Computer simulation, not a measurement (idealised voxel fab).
process module | voxel self aligned contacts
cross-section cut | 270 nm wide | cells 5 nm
A cross-section is a grid of square cells, given in bands from the top down. A band is one or more rows of cells.
Each band's line starts with the height of the band's top and of its bottom, in nm. Then come its materials from left to right, each with its width in nm. One material with "throughout" fills the band from edge to edge. "air" is empty space.
Height 0 is the level under which the wafer as received is all one material. The lowest band goes on downwards, as in "0 down".
A width such as "30 to 40" changes by the same amount from each row of cells to the next, from the band's top row to its bottom row.
"no change" after a step means that no cell of the cross-section changed.
closed voids: empty space of 8 cells or more with no open way to the top, each as width x height at its distance from the left edge, in nm
after a step's settings: what the simulator itself notes on the step
overlay nm, on a step with a mask: how far to the right of its planned place the mask lay; to the left if negative
plan
1 op RECEIVE | material Si
2 op OXIDIZE | depth nm 5
3 op DIRECTIONAL_DEP | material polySi | thk nm 25
4 op DIRECTIONAL_DEP | material SiN | thk nm 25
5 op DIRECTIONAL_DEP | material aC | thk nm 15
6 op PATTERN | tone cover | mask id GATE | material resist | width nm 35 | pitch nm 80 | thk nm 30 | overlay nm 0
7 op DIRECTIONAL_ETCH | etch materials aC | depth nm 15
8 op STRIP | etch materials resist
9 op DIRECTIONAL_ETCH | etch materials SiN | depth nm 25
10 op DIRECTIONAL_ETCH | etch materials polySi | depth nm 25
11 op STRIP | etch materials aC
12 op CONFORMAL_DEP | material SiN | thk nm 10
13 op DIRECTIONAL_ETCH | etch materials SiN | depth nm 10
14 op FILL_DEP | material SiO2 | thk nm 15
15 op CMP | height nm 60
16 op DIRECTIONAL_DEP | material aC | thk nm 10
17 op PATTERN | tone open | mask id CONTACT | material resist | width nm 65 | thk nm 25 | overlay nm 0
18 op DIRECTIONAL_ETCH | etch materials aC | depth nm 10
19 op STRIP | etch materials resist
20 op DIRECTIONAL_ETCH | etch materials SiO2 | depth nm 65
21 op STRIP | etch materials aC
22 op CONFORMAL_DEP | material TiN | thk nm 5
23 op FILL_DEP | material Ru | thk nm 10
24 op CMP | height nm 60
25 op CONFORMAL_DEP | material SiN | thk nm 5
first wafer, as planned
as received, after step 1
  0 down: Si throughout
  closed voids: none
after step 2
  0 to -5: SiO2 throughout
  below -5: unchanged
after step 3
  25 to 0: polySi throughout
  below 0: unchanged
after step 4
  50 to 25: SiN throughout
  below 25: unchanged
after step 5
  65 to 50: aC throughout
  below 50: unchanged
after step 6
  95 to 65: air 75 | resist 35 | air 45 | resist 35 | air 80
  below 65: unchanged
after step 7
  80 to 65: air 75 | resist 35 | air 45 | resist 35 | air 80
  65 to 50: air 75 | aC 35 | air 45 | aC 35 | air 80
  below 50: unchanged
after step 8
  65 to 50: air 75 | aC 35 | air 45 | aC 35 | air 80
  below 50: unchanged
after step 9
  65 to 50: air 75 | aC 35 | air 45 | aC 35 | air 80
  50 to 25: air 75 | SiN 35 | air 45 | SiN 35 | air 80
  below 25: unchanged
after step 10
  65 to 50: air 75 | aC 35 | air 45 | aC 35 | air 80
  50 to 25: air 75 | SiN 35 | air 45 | SiN 35 | air 80
  25 to 0: air 75 | polySi 35 | air 45 | polySi 35 | air 80
  below 0: unchanged
after step 11
  50 to 25: air 75 | SiN 35 | air 45 | SiN 35 | air 80
  below 25: unchanged
after step 12
  60 to 25: air 65 | SiN 55 | air 25 | SiN 55 | air 70
  25 to 10: air 65 | SiN 10 | polySi 35 | SiN 10 | air 25 | SiN 10 | polySi 35 | SiN 10 | air 70
  10 to 0: SiN 75 | polySi 35 | SiN 45 | polySi 35 | SiN 80
  below 0: unchanged
after step 13
  50 to 25: air 65 | SiN 55 | air 25 | SiN 55 | air 70
  25 to 0: air 65 | SiN 10 | polySi 35 | SiN 10 | air 25 | SiN 10 | polySi 35 | SiN 10 | air 70
  below 0: unchanged
after step 14
  65 to 50: SiO2 throughout
  50 to 25: SiO2 65 | SiN 55 | SiO2 25 | SiN 55 | SiO2 70
  25 to 0: SiO2 65 | SiN 10 | polySi 35 | SiN 10 | SiO2 25 | SiN 10 | polySi 35 | SiN 10 | SiO2 70
  below 0: unchanged
after step 15
  60 to 50: SiO2 throughout
  below 50: unchanged
after step 16
  70 to 60: aC throughout
  below 60: unchanged
after step 17
  95 to 70: resist 100 | air 65 | resist 105
  below 70: unchanged
after step 18
  85 to 70: resist 100 | air 65 | resist 105
  70 to 60: aC 100 | air 65 | aC 105
  below 60: unchanged
after step 19
  70 to 60: aC 100 | air 65 | aC 105
  below 60: unchanged
after step 20
  70 to 60: aC 100 | air 65 | aC 105
  60 to 50: SiO2 100 | air 65 | SiO2 105
  50 to 25: SiO2 65 | SiN 55 | air 25 | SiN 55 | SiO2 70
  25 to 0: SiO2 65 | SiN 10 | polySi 35 | SiN 10 | air 25 | SiN 10 | polySi 35 | SiN 10 | SiO2 70
  0 to -5: SiO2 120 | air 25 | SiO2 125
  below -5: unchanged
after step 21
  60 to 50: SiO2 100 | air 65 | SiO2 105
  below 50: unchanged
after step 22
  65 to 60: TiN 105 | air 55 | TiN 110
  60 to 50: SiO2 100 | TiN 5 to 25 | air 55 to 15 | TiN 5 to 25 | SiO2 105
  50 to 25: SiO2 65 | SiN 55 | TiN 5 | air 15 | TiN 5 | SiN 55 | SiO2 70
  25 to 0: SiO2 65 | SiN 10 | polySi 35 | SiN 10 | TiN 5 | air 15 | TiN 5 | SiN 10 | polySi 35 | SiN 10 | SiO2 70
  0 to -5: SiO2 120 | TiN 25 | SiO2 125
  below -5: unchanged
after step 23
  75 to 65: Ru throughout
  65 to 60: TiN 105 | Ru 55 | TiN 110
  60 to 50: SiO2 100 | TiN 5 to 25 | Ru 55 to 15 | TiN 5 to 25 | SiO2 105
  50 to 25: SiO2 65 | SiN 55 | TiN 5 | Ru 15 | TiN 5 | SiN 55 | SiO2 70
  25 to 0: SiO2 65 | SiN 10 | polySi 35 | SiN 10 | TiN 5 | Ru 15 | TiN 5 | SiN 10 | polySi 35 | SiN 10 | SiO2 70
  below 0: unchanged
after step 24
  60 to 50: SiO2 100 | TiN 5 to 25 | Ru 55 to 15 | TiN 5 to 25 | SiO2 105
  below 50: unchanged
after step 25
  65 to 60: SiN throughout
  below 60: unchanged
second wafer: like start, like plan, one mistake. Through step 2 it matches the first wafer
when step 3 should have ended
  50 to 0: polySi throughout
  below 0: unchanged
when step 4 should have ended
  75 to 50: SiN throughout
  below 50: unchanged
when step 5 should have ended
  90 to 75: aC throughout
  below 75: unchanged
when step 6 should have ended
  120 to 90: air 75 | resist 35 | air 45 | resist 35 | air 80
  below 90: unchanged
when step 7 should have ended
  105 to 90: air 75 | resist 35 | air 45 | resist 35 | air 80
  90 to 75: air 75 | aC 35 | air 45 | aC 35 | air 80
  below 75: unchanged
when step 8 should have ended
  90 to 75: air 75 | aC 35 | air 45 | aC 35 | air 80
  below 75: unchanged
when step 9 should have ended
  90 to 75: air 75 | aC 35 | air 45 | aC 35 | air 80
  75 to 50: air 75 | SiN 35 | air 45 | SiN 35 | air 80
  below 50: unchanged
when step 10 should have ended
  90 to 75: air 75 | aC 35 | air 45 | aC 35 | air 80
  75 to 50: air 75 | SiN 35 | air 45 | SiN 35 | air 80
  50 to 25: air 75 | polySi 35 | air 45 | polySi 35 | air 80
  below 25: unchanged
when step 11 should have ended
  75 to 50: air 75 | SiN 35 | air 45 | SiN 35 | air 80
  below 50: unchanged
when step 12 should have ended
  85 to 50: air 65 | SiN 55 | air 25 | SiN 55 | air 70
  50 to 35: air 65 | SiN 10 | polySi 35 | SiN 10 | air 25 | SiN 10 | polySi 35 | SiN 10 | air 70
  35 to 25: SiN 75 | polySi 35 | SiN 45 | polySi 35 | SiN 80
  below 25: unchanged
when step 13 should have ended
  75 to 50: air 65 | SiN 55 | air 25 | SiN 55 | air 70
  50 to 25: air 65 | SiN 10 | polySi 35 | SiN 10 | air 25 | SiN 10 | polySi 35 | SiN 10 | air 70
  below 25: unchanged
when step 14 should have ended
  90 to 75: SiO2 throughout
  75 to 50: SiO2 65 | SiN 55 | SiO2 25 | SiN 55 | SiO2 70
  50 to 25: SiO2 65 | SiN 10 | polySi 35 | SiN 10 | SiO2 25 | SiN 10 | polySi 35 | SiN 10 | SiO2 70
  below 25: unchanged
when step 15 should have ended
  60 to 50: SiO2 65 | SiN 55 | SiO2 25 | SiN 55 | SiO2 70
  below 50: unchanged
when step 16 should have ended
  70 to 60: aC throughout
  below 60: unchanged
when step 17 should have ended
  95 to 70: resist 100 | air 65 | resist 105
  below 70: unchanged
when step 18 should have ended
  85 to 70: resist 100 | air 65 | resist 105
  70 to 60: aC 100 | air 65 | aC 105
  below 60: unchanged
when step 19 should have ended
  70 to 60: aC 100 | air 65 | aC 105
  below 60: unchanged
when step 20 should have ended
  70 to 60: aC 100 | air 65 | aC 105
  60 to 50: SiO2 65 | SiN 55 | air 25 | SiN 55 | SiO2 70
  50 to 25: SiO2 65 | SiN 10 | polySi 35 | SiN 10 | air 25 | SiN 10 | polySi 35 | SiN 10 | SiO2 70
  below 25: unchanged
when step 21 should have ended
  60 to 50: SiO2 65 | SiN 55 | air 25 | SiN 55 | SiO2 70
  below 50: unchanged
when step 22 should have ended
  65 to 60: TiN 125 | air 15 | TiN 130
  60 to 50: SiO2 65 | SiN 55 | TiN 5 | air 15 | TiN 5 | SiN 55 | SiO2 70
  50 to 30: SiO2 65 | SiN 10 | polySi 35 | SiN 10 | TiN 5 | air 15 | TiN 5 | SiN 10 | polySi 35 | SiN 10 | SiO2 70
  30 to 25: SiO2 65 | SiN 10 | polySi 35 | SiN 10 | TiN 25 | SiN 10 | polySi 35 | SiN 10 | SiO2 70
  below 25: unchanged
when step 23 should have ended
  75 to 65: Ru throughout
  65 to 60: TiN 125 | Ru 15 | TiN 130
  60 to 50: SiO2 65 | SiN 55 | TiN 5 | Ru 15 | TiN 5 | SiN 55 | SiO2 70
  50 to 30: SiO2 65 | SiN 10 | polySi 35 | SiN 10 | TiN 5 | Ru 15 | TiN 5 | SiN 10 | polySi 35 | SiN 10 | SiO2 70
  below 30: unchanged
when step 24 should have ended
  60 to 50: SiO2 65 | SiN 55 | TiN 5 | Ru 15 | TiN 5 | SiN 55 | SiO2 70
  below 50: unchanged
when step 25 should have ended
  65 to 60: SiN throughout
  below 60: unchanged
what went wrong: step 3 was run twice
at the end the second wafer has, in cells: 26 fewer of Ru | 66 fewer of SiN | 158 fewer of SiO2 | 20 fewer of TiN | 270 more of polySi
